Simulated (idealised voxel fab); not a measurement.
Module name: voxel capacitor over wiring (process module)
Square cells of 5 nm make up the cross-section cut, whose width is 230 nm.
Cross-section = grid of square cells, listed top down in bands; band = one or more rows. Look at the band entry: it leads with the top's height and the bottom's height in nm. Then it lists the materials left to right, with a width in nm for each. The word "edge to edge" on a single material says that material fills the band edge to edge. The word "empty" is empty space. Measure heights from 0. That's the level where, below it, the as-received wafer is all one material. The lowest band is bottomless and extends downward; write it as in "0 and below". Read "30 to 40" as a graded width: first number on top, second number at the bottom, same change between each pair of neighbouring rows. It should be understood that the words "no alterations made", when stated for a given step, signify that the cross-section underwent no change in any of its cells during that step. "Enclosed cavities" enumerates empty spaces isolated from the top, with no open way to it, that contain at least 8 cells, giving each as width x height at distance from the left edge, all three in nm. Text after the settings on a step's line: the simulator's own remark on that step. overlay nm: where the mask lay relative to plan, measured to the right, on steps with a mask; negatives go left. Pairs ahead. Before: cross-section ahead of one process step. After: cross-section once the step is done, shown to the lowest changed band only. Under each pair: that step, with settings. Caution: pairs may come from different runs of this module on the same starting wafer; a pair follows the pair above only where its "Status quo ante" entry says so.
Status quo ante:
* 0 and below  Si edge to edge
* Enclosed cavities: none
Cross-Section After Step:
* 15 down to 0  SiO2 edge to edge
* Rest of section, below 0: as before.
* Enclosed cavities: none
Step linking the sections shown: CONFORMAL_DEP | material SiO2 | thk nm 15
Status quo ante: we pick up right where the pair above leaves off, with its after cross-section.
Cross-Section After Step:
* 20 down to 15  TiN edge to edge
* Rest of section, below 15: as before.
* Enclosed cavities: none
Step linking the sections shown: DIRECTIONAL_DEP | material TiN | thk nm 5
Status quo ante: we pick up right where the pair above leaves off, with its after cross-section.
Cross-Section After Step:
* 35 down to 20  Ru edge to edge
* Rest of section, below 20: as before.
* Enclosed cavities: none
Step linking the sections shown: DIRECTIONAL_DEP | material Ru | thk nm 15
Status quo ante: we pick up right where the pair above leaves off, with its after cross-section.
Cross-Section After Step:
* 35 down to 20  60 of empty; 25 of Ru; 55 of empty; 25 of Ru; 65 of empty
* Rest of section, below 20: as before.
* Enclosed cavities: none
Step linking the sections shown: MASKED_ETCH | tone cover | mask id METAL_1 | width nm 25 | pitch nm 80 | etch materials Ru | depth nm 15 | overlay nm 0
Status quo ante: we pick up right where the pair above leaves off, with its after cross-section.
Cross-Section After Step:
* 35 down to 20  60 of empty; 25 of Ru; 55 of empty; 25 of Ru; 65 of empty
* 20 down to 15  60 of empty; 25 of TiN; 55 of empty; 25 of TiN; 65 of empty
* Rest of section, below 15: as before.
* Enclosed cavities: none
Step linking the sections shown: MASKED_ETCH | tone cover | mask id METAL_1 | width nm 25 | pitch nm 80 | etch materials TiN | depth nm 5 | overlay nm 0
Status quo ante: we pick up right where the pair above leaves off, with its after cross-section.
Cross-Section After Step:
* 40 down to 35  SiO2 edge to edge
* 35 down to 20  60 of SiO2; 25 of Ru; 55 of SiO2; 25 of Ru; 65 of SiO2
* 20 down to 15  60 of SiO2; 25 of TiN; 55 of SiO2; 25 of TiN; 65 of SiO2
* Rest of section, below 15: as before.
* Enclosed cavities: none
Step linking the sections shown: FILL_DEP | material SiO2 | thk nm 5
Status quo ante: we pick up right where the pair above leaves off, with its after cross-section.
Cross-Section After Step:
* 35 down to 20  60 of SiO2; 25 of Ru; 55 of SiO2; 25 of Ru; 65 of SiO2
* Rest of section, below 20: as before.
* Enclosed cavities: none
Step linking the sections shown: CMP | height nm 35
Status quo ante: we pick up right where the pair above leaves off, with its after cross-section.
Cross-Section After Step:
* 40 down to 35  SiCN edge to edge
* Rest of section, below 35: as before.
* Enclosed cavities: none
Step linking the sections shown: CONFORMAL_DEP | material SiCN | thk nm 5
Status quo ante: we pick up right where the pair above leaves off, with its after cross-section.
Cross-Section After Step:
* 60 down to 40  SiO2 edge to edge
* Rest of section, below 40: as before.
* Enclosed cavities: none
Step linking the sections shown: DIRECTIONAL_DEP | material SiO2 | thk nm 20
Status quo ante: we pick up right where the pair above leaves off, with its after cross-section.
Cross-Section After Step:
* 80 down to 60  70 of resist; 15 of empty; 145 of resist
* Rest of section, below 60: as before.
* Enclosed cavities: none
Step linking the sections shown: PATTERN | tone open | mask id PLUG_1 | material resist | width nm 15 | thk nm 20 | overlay nm 0
Status quo ante: we pick up right where the pair above leaves off, with its after cross-section.
Cross-Section After Step:
* 80 down to 60  70 of resist; 15 of empty; 145 of resist
* 60 down to 40  70 of SiO2; 15 of empty; 145 of SiO2
* Rest of section, below 40: as before.
* Enclosed cavities: none
Step linking the sections shown: DIRECTIONAL_ETCH | etch materials SiO2 | depth nm 20
Status quo ante: we pick up right where the pair above leaves off, with its after cross-section.
Cross-Section After Step:
* 80 down to 60  70 of resist; 15 of empty; 145 of resist
* 60 down to 40  70 of SiO2; 15 of empty; 145 of SiO2
* 40 down to 35  70 of SiCN; 15 of empty; 145 of SiCN
* Rest of section, below 35: as before.
* Enclosed cavities: none
Step linking the sections shown: DIRECTIONAL_ETCH | etch materials SiCN | depth nm 5
Status quo ante: we pick up right where the pair above leaves off, with its after cross-section.
Cross-Section After Step:
* 60 down to 40  70 of SiO2; 15 of empty; 145 of SiO2
* Rest of section, below 40: as before.
* Enclosed cavities: none
Step linking the sections shown: STRIP | etch materials resist
Status quo ante: we pick up right where the pair above leaves off, with its after cross-section.
Cross-Section After Step:
* 65 down to 60  75 of TiN; 5 of empty; 150 of TiN
* 60 down to 40  70 of SiO2; 5 of TiN; 5 of empty; 5 of TiN; 145 of SiO2
* 40 down to 35  70 of SiCN; 15 of TiN; 145 of SiCN
* Rest of section, below 35: as before.
* Enclosed cavities: none
Step linking the sections shown: CONFORMAL_DEP | material TiN | thk nm 5
Status quo ante: we pick up right where the pair above leaves off, with its after cross-section.
Cross-Section After Step:
* 70 down to 65  Cu edge to edge
* 65 down to 60  75 of TiN; 5 of Cu; 150 of TiN
* 60 down to 40  70 of SiO2; 5 of TiN; 5 of Cu; 5 of TiN; 145 of SiO2
* Rest of section, below 40: as before.
* Enclosed cavities: none
Step linking the sections shown: FILL_DEP | material Cu | thk nm 5
Status quo ante: we pick up right where the pair above leaves off, with its after cross-section.
Cross-Section After Step:
* 60 down to 40  70 of SiO2; 5 of TiN; 5 of Cu; 5 of TiN; 145 of SiO2
* Rest of section, below 40: as before.
* Enclosed cavities: none
Step linking the sections shown: CMP | height nm 60
Status quo ante: we pick up right where the pair above leaves off, with its after cross-section.
Cross-Section After Step:
* 65 down to 60  TiN edge to edge
* Rest of section, below 60: as before.
* Enclosed cavities: none
Step linking the sections shown: DIRECTIONAL_DEP | material TiN | thk nm 5
Status quo ante: we pick up right where the pair above leaves off, with its after cross-section.
Cross-Section After Step:
* 70 down to 65  SiN edge to edge
* Rest of section, below 65: as before.
* Enclosed cavities: none
Step linking the sections shown: DIRECTIONAL_DEP | material SiN | thk nm 5
Status quo ante: we pick up right where the pair above leaves off, with its after cross-section.
Cross-Section After Step:
* 80 down to 70  TiN edge to edge
* Rest of section, below 70: as before.
* Enclosed cavities: none
Step linking the sections shown: DIRECTIONAL_DEP | material TiN | thk nm 10
Status quo ante: we pick up right where the pair above leaves off, with its after cross-section.
Cross-Section After Step:
* 100 down to 80  70 of empty; 60 of resist; 100 of empty
* Rest of section, below 80: as before.
* Enclosed cavities: none
Step linking the sections shown: PATTERN | tone cover | mask id UPPER_PLATE | material resist | width nm 60 | thk nm 20 | overlay nm 0
Status quo ante: we pick up right where the pair above leaves off, with its after cross-section.
Cross-Section After Step:
* 100 down to 80  70 of empty; 60 of resist; 100 of empty
* 80 down to 70  70 of empty; 60 of TiN; 100 of empty
* Rest of section, below 70: as before.
* Enclosed cavities: none
Step linking the sections shown: DIRECTIONAL_ETCH | etch materials TiN | depth nm 10
Status quo ante: we pick up right where the pair above leaves off, with its after cross-section.
Cross-Section After Step:
* 100 down to 80  70 of empty; 60 of resist; 100 of empty
* 80 down to 70  70 of empty; 60 of TiN; 100 of empty
* 70 down to 65  70 of empty; 60 of SiN; 100 of empty
* Rest of section, below 65: as before.
* Enclosed cavities: none
Step linking the sections shown: DIRECTIONAL_ETCH | etch materials SiN | depth nm 5
Status quo ante: we pick up right where the pair above leaves off, with its after cross-section.
Cross-Section After Step:
* 80 down to 70  70 of empty; 60 of TiN; 100 of empty
* Rest of section, below 70: as before.
* Enclosed cavities: none
Step linking the sections shown: STRIP | etch materials resist
Status quo ante: we pick up right where the pair above leaves off, with its after cross-section.
Cross-Section After Step:
* 95 down to 80  70 of empty; 60 of aC; 100 of empty
* 80 down to 70  70 of aC; 60 of TiN; 100 of aC
* 70 down to 65  70 of aC; 60 of SiN; 100 of aC
* Rest of section, below 65: as before.
* Enclosed cavities: none
Step linking the sections shown: DIRECTIONAL_DEP | material aC | thk nm 15
Status quo ante: we pick up right where the pair above leaves off, with its after cross-section.
Cross-Section After Step:
* 125 down to 95  65 of empty; 70 of resist; 95 of empty
* 95 down to 80  65 of empty; 5 of resist; 60 of aC; 5 of resist; 95 of empty
* Rest of section, below 80: as before.
* Enclosed cavities: none
Step linking the sections shown: PATTERN | tone cover | mask id LOWER_PLATE | material resist | width nm 70 | thk nm 30 | overlay nm 0
Status quo ante: we pick up right where the pair above leaves off, with its after cross-section.
Cross-Section After Step:
* 110 down to 95  65 of empty; 70 of resist; 95 of empty
* 95 down to 80  65 of empty; 5 of resist; 60 of aC; 5 of resist; 95 of empty
* 80 down to 70  65 of empty; 5 of aC; 60 of TiN; 5 of aC; 95 of empty
* 70 down to 65  65 of empty; 5 of aC; 60 of SiN; 5 of aC; 95 of empty
* Rest of section, below 65: as before.
* Enclosed cavities: none
Step linking the sections shown: DIRECTIONAL_ETCH | etch materials aC | depth nm 15
Status quo ante: we pick up right where the pair above leaves off, with its after cross-section.
Cross-Section After Step:
* 95 down to 80  70 of empty; 60 of aC; 100 of empty
* Rest of section, below 80: as before.
* Enclosed cavities: none
Step linking the sections shown: STRIP | etch materials resist
Status quo ante: we pick up right where the pair above leaves off, with its after cross-section.
Cross-Section After Step:
* 95 down to 80  70 of empty; 60 of aC; 100 of empty
* 80 down to 70  65 of empty; 5 of aC; 60 of TiN; 5 of aC; 95 of empty
* 70 down to 65  65 of empty; 5 of aC; 60 of SiN; 5 of aC; 95 of empty
* 65 down to 60  65 of empty; 70 of TiN; 95 of empty
* Rest of section, below 60: as before.
* Enclosed cavities: none
Step linking the sections shown: DIRECTIONAL_ETCH | etch materials TiN | depth nm 5
Status quo ante: we pick up right where the pair above leaves off, with its after cross-section.
Cross-Section After Step:
* 80 down to 70  70 of empty; 60 of TiN; 100 of empty
* 70 down to 65  70 of empty; 60 of SiN; 100 of empty
* Rest of section, below 65: as before.
* Enclosed cavities: none
Step linking the sections shown: STRIP | etch materials aC
Status quo ante: we pick up right where the pair above leaves off, with its after cross-section.
Cross-Section After Step:
* 95 down to 80  SiO2 edge to edge
* 80 down to 70  70 of SiO2; 60 of TiN; 100 of SiO2
* 70 down to 65  70 of SiO2; 60 of SiN; 100 of SiO2
* 65 down to 60  65 of SiO2; 70 of TiN; 95 of SiO2
* Rest of section, below 60: as before.
* Enclosed cavities: none
Step linking the sections shown: FILL_DEP | material SiO2 | thk nm 15
Status quo ante: we pick up right where the pair above leaves off, with its after cross-section.
Cross-Section After Step:
* 90 down to 80  SiO2 edge to edge
* Rest of section, below 80: as before.
* Enclosed cavities: none
Step linking the sections shown: CMP | height nm 90
Status quo ante: we pick up right where the pair above leaves off, with its after cross-section.
Cross-Section After Step:
* 100 down to 90  aC edge to edge
* Rest of section, below 90: as before.
* Enclosed cavities: none
Step linking the sections shown: DIRECTIONAL_DEP | material aC | thk nm 10
Status quo ante: we pick up right where the pair above leaves off, with its after cross-section.
Cross-Section After Step:
* 130 down to 100  80 of resist; 15 of empty; 135 of resist
* Rest of section, below 100: as before.
* Enclosed cavities: none
Step linking the sections shown: PATTERN | tone open | mask id PLUG_2 | material resist | width nm 15 | thk nm 30 | overlay nm 0
Status quo ante: we pick up right where the pair above leaves off, with its after cross-section.
Cross-Section After Step:
* 120 down to 100  80 of resist; 15 of empty; 135 of resist
* 100 down to 90  80 of aC; 15 of empty; 135 of aC
* Rest of section, below 90: as before.
* Enclosed cavities: none
Step linking the sections shown: DIRECTIONAL_ETCH | etch materials aC | depth nm 10
Status quo ante: we pick up right where the pair above leaves off, with its after cross-section.
Cross-Section After Step:
* 100 down to 90  80 of aC; 15 of empty; 135 of aC
* Rest of section, below 90: as before.
* Enclosed cavities: none
Step linking the sections shown: STRIP | etch materials resist
Status quo ante: we pick up right where the pair above leaves off, with its after cross-section.
Cross-Section After Step:
* 100 down to 90  80 of aC; 15 of empty; 135 of aC
* 90 down to 80  80 of SiO2; 15 of empty; 135 of SiO2
* Rest of section, below 80: as before.
* Enclosed cavities: none
Step linking the sections shown: DIRECTIONAL_ETCH | etch materials SiO2 | depth nm 10
Status quo ante: we pick up right where the pair above leaves off, with its after cross-section.
Cross-Section After Step:
* 90 down to 80  80 of SiO2; 15 of empty; 135 of SiO2
* Rest of section, below 80: as before.
* Enclosed cavities: none
Step linking the sections shown: STRIP | etch materials aC
Status quo ante: we pick up right where the pair above leaves off, with its after cross-section.
Cross-Section After Step:
* 95 down to 90  85 of TiN; 5 of empty; 140 of TiN
* 90 down to 85  80 of SiO2; 5 of TiN; 5 of empty; 5 of TiN; 135 of SiO2
* 85 down to 80  80 of SiO2; 15 of TiN; 135 of SiO2
* Rest of section, below 80: as before.
* Enclosed cavities: none
Step linking the sections shown: CONFORMAL_DEP | material TiN | thk nm 5
Status quo ante: we pick up right where the pair above leaves off, with its after cross-section.
Cross-Section After Step:
* 100 down to 95  Ru edge to edge
* 95 down to 90  85 of TiN; 5 of Ru; 140 of TiN
* 90 down to 85  80 of SiO2; 5 of TiN; 5 of Ru; 5 of TiN; 135 of SiO2
* Rest of section, below 85: as before.
* Enclosed cavities: none
Step linking the sections shown: FILL_DEP | material Ru | thk nm 5
Status quo ante: we pick up right where the pair above leaves off, with its after cross-section.
Cross-Section After Step:
* 90 down to 85  80 of SiO2; 5 of TiN; 5 of Ru; 5 of TiN; 135 of SiO2
* Rest of section, below 85: as before.
* Enclosed cavities: none
Step linking the sections shown: CMP | height nm 90
Status quo ante: we pick up right where the pair above leaves off, with its after cross-section.
Cross-Section After Step:
* 95 down to 90  SiCN edge to edge
* Rest of section, below 90: as before.
* Enclosed cavities: none
Step linking the sections shown: CONFORMAL_DEP | material SiCN | thk nm 5
Status quo ante:
* 15 down to 0  SiO2 edge to edge
* 0 and below  Si edge to edge
* Enclosed cavities: none
Cross-Section After Step:
* 30 down to 15  Ru edge to edge
* Rest of section, below 15: as before.
* Enclosed cavities: none
Step linking the sections shown: DIRECTIONAL_DEP | material Ru | thk nm 15
Status quo ante: we pick up right where the pair above leaves off, with its after cross-section.
Cross-Section After Step:
* 30 down to 15  60 of empty; 25 of Ru; 55 of empty; 25 of Ru; 65 of empty
* Rest of section, below 15: as before.
* Enclosed cavities: none
Step linking the sections shown: MASKED_ETCH | tone cover | mask id METAL_1 | width nm 25 | pitch nm 80 | etch materials Ru | depth nm 15 | overlay nm 0
Status quo ante: we pick up right where the pair above leaves off, with its after cross-section.
Cross-Section After Step:
* 35 down to 30  SiO2 edge to edge
* 30 down to 15  60 of SiO2; 25 of Ru; 55 of SiO2; 25 of Ru; 65 of SiO2
* Rest of section, below 15: as before.
* Enclosed cavities: none
Step linking the sections shown: FILL_DEP | material SiO2 | thk nm 5
Status quo ante: we pick up right where the pair above leaves off, with its after cross-section.
Cross-Section After Step:
* 40 down to 35  SiCN edge to edge
* Rest of section, below 35: as before.
* Enclosed cavities: none
Step linking the sections shown: CONFORMAL_DEP | material SiCN | thk nm 5
Status quo ante: we pick up right where the pair above leaves off, with its after cross-section.
Cross-Section After Step:
* 60 down to 40  SiO2 edge to edge
* Rest of section, below 40: as before.
* Enclosed cavities: none
Step linking the sections shown: DIRECTIONAL_DEP | material SiO2 | thk nm 20
Status quo ante: we pick up right where the pair above leaves off, with its after cross-section.
Cross-Section After Step:
* 80 down to 60  70 of resist; 15 of empty; 145 of resist
* Rest of section, below 60: as before.
* Enclosed cavities: none
Step linking the sections shown: PATTERN | tone open | mask id PLUG_1 | material resist | width nm 15 | thk nm 20 | overlay nm 0
Status quo ante: we pick up right where the pair above leaves off, with its after cross-section.
Cross-Section After Step:
* 80 down to 60  70 of resist; 15 of empty; 145 of resist
* 60 down to 40  70 of SiO2; 15 of empty; 145 of SiO2
* Rest of section, below 40: as before.
* Enclosed cavities: none
Step linking the sections shown: DIRECTIONAL_ETCH | etch materials SiO2 | depth nm 20
Status quo ante: we pick up right where the pair above leaves off, with its after cross-section.
Cross-Section After Step:
* 80 down to 60  70 of resist; 15 of empty; 145 of resist
* 60 down to 40  70 of SiO2; 15 of empty; 145 of SiO2
* 40 down to 35  70 of SiCN; 15 of empty; 145 of SiCN
* Rest of section, below 35: as before.
* Enclosed cavities: none
Step linking the sections shown: DIRECTIONAL_ETCH | etch materials SiCN | depth nm 5
Status quo ante: we pick up right where the pair above leaves off, with its after cross-section.
Cross-Section After Step:
* 60 down to 40  70 of SiO2; 15 of empty; 145 of SiO2
* Rest of section, below 40: as before.
* Enclosed cavities: none
Step linking the sections shown: STRIP | etch materials resist
Status quo ante: we pick up right where the pair above leaves off, with its after cross-section.
Cross-Section After Step:
* 65 down to 60  75 of TiN; 5 of empty; 150 of TiN
* 60 down to 40  70 of SiO2; 5 of TiN; 5 of empty; 5 of TiN; 145 of SiO2
* 40 down to 35  70 of SiCN; 15 of TiN; 145 of SiCN
* Rest of section, below 35: as before.
* Enclosed cavities: none
Step linking the sections shown: CONFORMAL_DEP | material TiN | thk nm 5
Status quo ante: we pick up right where the pair above leaves off, with its after cross-section.
Cross-Section After Step:
* 70 down to 65  Cu edge to edge
* 65 down to 60  75 of TiN; 5 of Cu; 150 of TiN
* 60 down to 40  70 of SiO2; 5 of TiN; 5 of Cu; 5 of TiN; 145 of SiO2
* Rest of section, below 40: as before.
* Enclosed cavities: none
Step linking the sections shown: FILL_DEP | material Cu | thk nm 5
Status quo ante: we pick up right where the pair above leaves off, with its after cross-section.
Cross-Section After Step:
* 60 down to 40  70 of SiO2; 5 of TiN; 5 of Cu; 5 of TiN; 145 of SiO2
* Rest of section, below 40: as before.
* Enclosed cavities: none
Step linking the sections shown: CMP | height nm 60
Status quo ante: we pick up right where the pair above leaves off, with its after cross-section.
Cross-Section After Step:
* 65 down to 60  TiN edge to edge
* Rest of section, below 60: as before.
* Enclosed cavities: none
Step linking the sections shown: DIRECTIONAL_DEP | material TiN | thk nm 5
Status quo ante: we pick up right where the pair above leaves off, with its after cross-section.
Cross-Section After Step:
* 70 down to 65  SiN edge to edge
* Rest of section, below 65: as before.
* Enclosed cavities: none
Step linking the sections shown: DIRECTIONAL_DEP | material SiN | thk nm 5
Status quo ante: we pick up right where the pair above leaves off, with its after cross-section.
Cross-Section After Step:
* 80 down to 70  TiN edge to edge
* Rest of section, below 70: as before.
* Enclosed cavities: none
Step linking the sections shown: DIRECTIONAL_DEP | material TiN | thk nm 10
Status quo ante: we pick up right where the pair above leaves off, with its after cross-section.
Cross-Section After Step:
* 100 down to 80  70 of empty; 60 of resist; 100 of empty
* Rest of section, below 80: as before.
* Enclosed cavities: none
Step linking the sections shown: PATTERN | tone cover | mask id UPPER_PLATE | material resist | width nm 60 | thk nm 20 | overlay nm 0
Status quo ante: we pick up right where the pair above leaves off, with its after cross-section.
Cross-Section After Step:
* 100 down to 80  70 of empty; 60 of resist; 100 of empty
* 80 down to 70  70 of empty; 60 of TiN; 100 of empty
* Rest of section, below 70: as before.
* Enclosed cavities: none
Step linking the sections shown: DIRECTIONAL_ETCH | etch materials TiN | depth nm 10
Status quo ante: we pick up right where the pair above leaves off, with its after cross-section.
Cross-Section After Step:
* 100 down to 80  70 of empty; 60 of resist; 100 of empty
* 80 down to 70  70 of empty; 60 of TiN; 100 of empty
* 70 down to 65  70 of empty; 60 of SiN; 100 of empty
* Rest of section, below 65: as before.
* Enclosed cavities: none
Step linking the sections shown: DIRECTIONAL_ETCH | etch materials SiN | depth nm 5
Status quo ante: we pick up right where the pair above leaves off, with its after cross-section.
Cross-Section After Step:
* 80 down to 70  70 of empty; 60 of TiN; 100 of empty
* Rest of section, below 70: as before.
* Enclosed cavities: none
Step linking the sections shown: STRIP | etch materials resist
Status quo ante: we pick up right where the pair above leaves off, with its after cross-section.
Cross-Section After Step:
* 95 down to 80  70 of empty; 60 of aC; 100 of empty
* 80 down to 70  70 of aC; 60 of TiN; 100 of aC
* 70 down to 65  70 of aC; 60 of SiN; 100 of aC
* Rest of section, below 65: as before.
* Enclosed cavities: none
Step linking the sections shown: DIRECTIONAL_DEP | material aC | thk nm 15
Status quo ante: we pick up right where the pair above leaves off, with its after cross-section.
Cross-Section After Step:
* 125 down to 95  65 of empty; 70 of resist; 95 of empty
* 95 down to 80  65 of empty; 5 of resist; 60 of aC; 5 of resist; 95 of empty
* Rest of section, below 80: as before.
* Enclosed cavities: none
Step linking the sections shown: PATTERN | tone cover | mask id LOWER_PLATE | material resist | width nm 70 | thk nm 30 | overlay nm 0
Status quo ante: we pick up right where the pair above leaves off, with its after cross-section.
Cross-Section After Step:
* 110 down to 95  65 of empty; 70 of resist; 95 of empty
* 95 down to 80  65 of empty; 5 of resist; 60 of aC; 5 of resist; 95 of empty
* 80 down to 70  65 of empty; 5 of aC; 60 of TiN; 5 of aC; 95 of empty
* 70 down to 65  65 of empty; 5 of aC; 60 of SiN; 5 of aC; 95 of empty
* Rest of section, below 65: as before.
* Enclosed cavities: none
Step linking the sections shown: DIRECTIONAL_ETCH | etch materials aC | depth nm 15
Status quo ante: we pick up right where the pair above leaves off, with its after cross-section.
Cross-Section After Step:
* 95 down to 80  70 of empty; 60 of aC; 100 of empty
* Rest of section, below 80: as before.
* Enclosed cavities: none
Step linking the sections shown: STRIP | etch materials resist
Status quo ante: we pick up right where the pair above leaves off, with its after cross-section.
Cross-Section After Step:
* 95 down to 80  70 of empty; 60 of aC; 100 of empty
* 80 down to 70  65 of empty; 5 of aC; 60 of TiN; 5 of aC; 95 of empty
* 70 down to 65  65 of empty; 5 of aC; 60 of SiN; 5 of aC; 95 of empty
* 65 down to 60  65 of empty; 70 of TiN; 95 of empty
* Rest of section, below 60: as before.
* Enclosed cavities: none
Step linking the sections shown: DIRECTIONAL_ETCH | etch materials TiN | depth nm 5
Status quo ante: we pick up right where the pair above leaves off, with its after cross-section.
Cross-Section After Step:
* 80 down to 70  70 of empty; 60 of TiN; 100 of empty
* 70 down to 65  70 of empty; 60 of SiN; 100 of empty
* Rest of section, below 65: as before.
* Enclosed cavities: none
Step linking the sections shown: STRIP | etch materials aC
Status quo ante: we pick up right where the pair above leaves off, with its after cross-section.
Cross-Section After Step:
* 95 down to 80  SiO2 edge to edge
* 80 down to 70  70 of SiO2; 60 of TiN; 100 of SiO2
* 70 down to 65  70 of SiO2; 60 of SiN; 100 of SiO2
* 65 down to 60  65 of SiO2; 70 of TiN; 95 of SiO2
* Rest of section, below 60: as before.
* Enclosed cavities: none
Step linking the sections shown: FILL_DEP | material SiO2 | thk nm 15
Status quo ante: we pick up right where the pair above leaves off, with its after cross-section.
Cross-Section After Step:
* 90 down to 80  SiO2 edge to edge
* Rest of section, below 80: as before.
* Enclosed cavities: none
Step linking the sections shown: CMP | height nm 90
Status quo ante: we pick up right where the pair above leaves off, with its after cross-section.
Cross-Section After Step:
* 100 down to 90  aC edge to edge
* Rest of section, below 90: as before.
* Enclosed cavities: none
Step linking the sections shown: DIRECTIONAL_DEP | material aC | thk nm 10
Status quo ante: we pick up right where the pair above leaves off, with its after cross-section.
Cross-Section After Step:
* 130 down to 100  80 of resist; 15 of empty; 135 of resist
* Rest of section, below 100: as before.
* Enclosed cavities: none
Step linking the sections shown: PATTERN | tone open | mask id PLUG_2 | material resist | width nm 15 | thk nm 30 | overlay nm 0
Status quo ante: we pick up right where the pair above leaves off, with its after cross-section.
Cross-Section After Step:
* 120 down to 100  80 of resist; 15 of empty; 135 of resist
* 100 down to 90  80 of aC; 15 of empty; 135 of aC
* Rest of section, below 90: as before.
* Enclosed cavities: none
Step linking the sections shown: DIRECTIONAL_ETCH | etch materials aC | depth nm 10
Status quo ante: we pick up right where the pair above leaves off, with its after cross-section.
Cross-Section After Step:
* 100 down to 90  80 of aC; 15 of empty; 135 of aC
* Rest of section, below 90: as before.
* Enclosed cavities: none
Step linking the sections shown: STRIP | etch materials resist
Status quo ante: we pick up right where the pair above leaves off, with its after cross-section.
Cross-Section After Step:
* 100 down to 90  80 of aC; 15 of empty; 135 of aC
* 90 down to 80  80 of SiO2; 15 of empty; 135 of SiO2
* Rest of section, below 80: as before.
* Enclosed cavities: none
Step linking the sections shown: DIRECTIONAL_ETCH | etch materials SiO2 | depth nm 10
Status quo ante: we pick up right where the pair above leaves off, with its after cross-section.
Cross-Section After Step:
* 90 down to 80  80 of SiO2; 15 of empty; 135 of SiO2
* Rest of section, below 80: as before.
* Enclosed cavities: none
Step linking the sections shown: STRIP | etch materials aC
Status quo ante: we pick up right where the pair above leaves off, with its after cross-section.
Cross-Section After Step:
* 95 down to 90  85 of TiN; 5 of empty; 140 of TiN
* 90 down to 85  80 of SiO2; 5 of TiN; 5 of empty; 5 of TiN; 135 of SiO2
* 85 down to 80  80 of SiO2; 15 of TiN; 135 of SiO2
* Rest of section, below 80: as before.
* Enclosed cavities: none
Step linking the sections shown: CONFORMAL_DEP | material TiN | thk nm 5
Status quo ante: we pick up right where the pair above leaves off, with its after cross-section.
Cross-Section After Step:
* 100 down to 95  Ru edge to edge
* 95 down to 90  85 of TiN; 5 of Ru; 140 of TiN
* 90 down to 85  80 of SiO2; 5 of TiN; 5 of Ru; 5 of TiN; 135 of SiO2
* Rest of section, below 85: as before.
* Enclosed cavities: none
Step linking the sections shown: FILL_DEP | material Ru | thk nm 5
Status quo ante: we pick up right where the pair above leaves off, with its after cross-section.
Cross-Section After Step:
* 90 down to 85  80 of SiO2; 5 of TiN; 5 of Ru; 5 of TiN; 135 of SiO2
* Rest of section, below 85: as before.
* Enclosed cavities: none
Step linking the sections shown: CMP | height nm 90
Status quo ante: we pick up right where the pair above leaves off, with its after cross-section.
Cross-Section After Step:
* 95 down to 90  SiCN edge to edge
* Rest of section, below 90: as before.
* Enclosed cavities: none
Step linking the sections shown: CONFORMAL_DEP | material SiCN | thk nm 5
Status quo ante:
* 15 down to 0  SiO2 edge to edge
* 0 and below  Si edge to edge
* Enclosed cavities: none
Cross-Section After Step:
* 30 down to 0  SiO2 edge to edge
* Rest of section, below 0: as before.
* Enclosed cavities: none
Step linking the sections shown: CONFORMAL_DEP | material SiO2 | thk nm 15
Status quo ante: we pick up right where the pair above leaves off, with its after cross-section.
Cross-Section After Step:
* 35 down to 30  TiN edge to edge
* Rest of section, below 30: as before.
* Enclosed cavities: none
Step linking the sections shown: DIRECTIONAL_DEP | material TiN | thk nm 5
Status quo ante: we pick up right where the pair above leaves off, with its after cross-section.
Cross-Section After Step:
* 50 down to 35  Ru edge to edge
* Rest of section, below 35: as before.
* Enclosed cavities: none
Step linking the sections shown: DIRECTIONAL_DEP | material Ru | thk nm 15
Status quo ante: we pick up right where the pair above leaves off, with its after cross-section.
Cross-Section After Step:
* 50 down to 35  60 of empty; 25 of Ru; 55 of empty; 25 of Ru; 65 of empty
* Rest of section, below 35: as before.
* Enclosed cavities: none
Step linking the sections shown: MASKED_ETCH | tone cover | mask id METAL_1 | width nm 25 | pitch nm 80 | etch materials Ru | depth nm 15 | overlay nm 0
Status quo ante: we pick up right where the pair above leaves off, with its after cross-section.
Cross-Section After Step:
* 50 down to 35  60 of empty; 25 of Ru; 55 of empty; 25 of Ru; 65 of empty
* 35 down to 30  60 of empty; 25 of TiN; 55 of empty; 25 of TiN; 65 of empty
* Rest of section, below 30: as before.
* Enclosed cavities: none
Step linking the sections shown: MASKED_ETCH | tone cover | mask id METAL_1 | width nm 25 | pitch nm 80 | etch materials TiN | depth nm 5 | overlay nm 0
Status quo ante: we pick up right where the pair above leaves off, with its after cross-section.
Cross-Section After Step:
* 55 down to 50  SiO2 edge to edge
* 50 down to 35  60 of SiO2; 25 of Ru; 55 of SiO2; 25 of Ru; 65 of SiO2
* 35 down to 30  60 of SiO2; 25 of TiN; 55 of SiO2; 25 of TiN; 65 of SiO2
* Rest of section, below 30: as before.
* Enclosed cavities: none
Step linking the sections shown: FILL_DEP | material SiO2 | thk nm 5
Status quo ante: we pick up right where the pair above leaves off, with its after cross-section.
Cross-Section After Step:
* 35 down to 30  60 of SiO2; 25 of TiN; 55 of SiO2; 25 of TiN; 65 of SiO2
* Rest of section, below 30: as before.
* Enclosed cavities: none
Step linking the sections shown: CMP | height nm 35
Status quo ante: we pick up right where the pair above leaves off, with its after cross-section.
Cross-Section After Step:
* 40 down to 35  SiCN edge to edge
* Rest of section, below 35: as before.
* Enclosed cavities: none
Step linking the sections shown: CONFORMAL_DEP | material SiCN | thk nm 5
Status quo ante: we pick up right where the pair above leaves off, with its after cross-section.
Cross-Section After Step:
* 60 down to 40  SiO2 edge to edge
* Rest of section, below 40: as before.
* Enclosed cavities: none
Step linking the sections shown: DIRECTIONAL_DEP | material SiO2 | thk nm 20
Status quo ante: we pick up right where the pair above leaves off, with its after cross-section.
Cross-Section After Step:
* 80 down to 60  70 of resist; 15 of empty; 145 of resist
* Rest of section, below 60: as before.
* Enclosed cavities: none
Step linking the sections shown: PATTERN | tone open | mask id PLUG_1 | material resist | width nm 15 | thk nm 20 | overlay nm 0
Status quo ante: we pick up right where the pair above leaves off, with its after cross-section.
Cross-Section After Step:
* 80 down to 60  70 of resist; 15 of empty; 145 of resist
* 60 down to 40  70 of SiO2; 15 of empty; 145 of SiO2
* Rest of section, below 40: as before.
* Enclosed cavities: none
Step linking the sections shown: DIRECTIONAL_ETCH | etch materials SiO2 | depth nm 20
Status quo ante: we pick up right where the pair above leaves off, with its after cross-section.
Cross-Section After Step:
* 80 down to 60  70 of resist; 15 of empty; 145 of resist
* 60 down to 40  70 of SiO2; 15 of empty; 145 of SiO2
* 40 down to 35  70 of SiCN; 15 of empty; 145 of SiCN
* Rest of section, below 35: as before.
* Enclosed cavities: none
Step linking the sections shown: DIRECTIONAL_ETCH | etch materials SiCN | depth nm 5
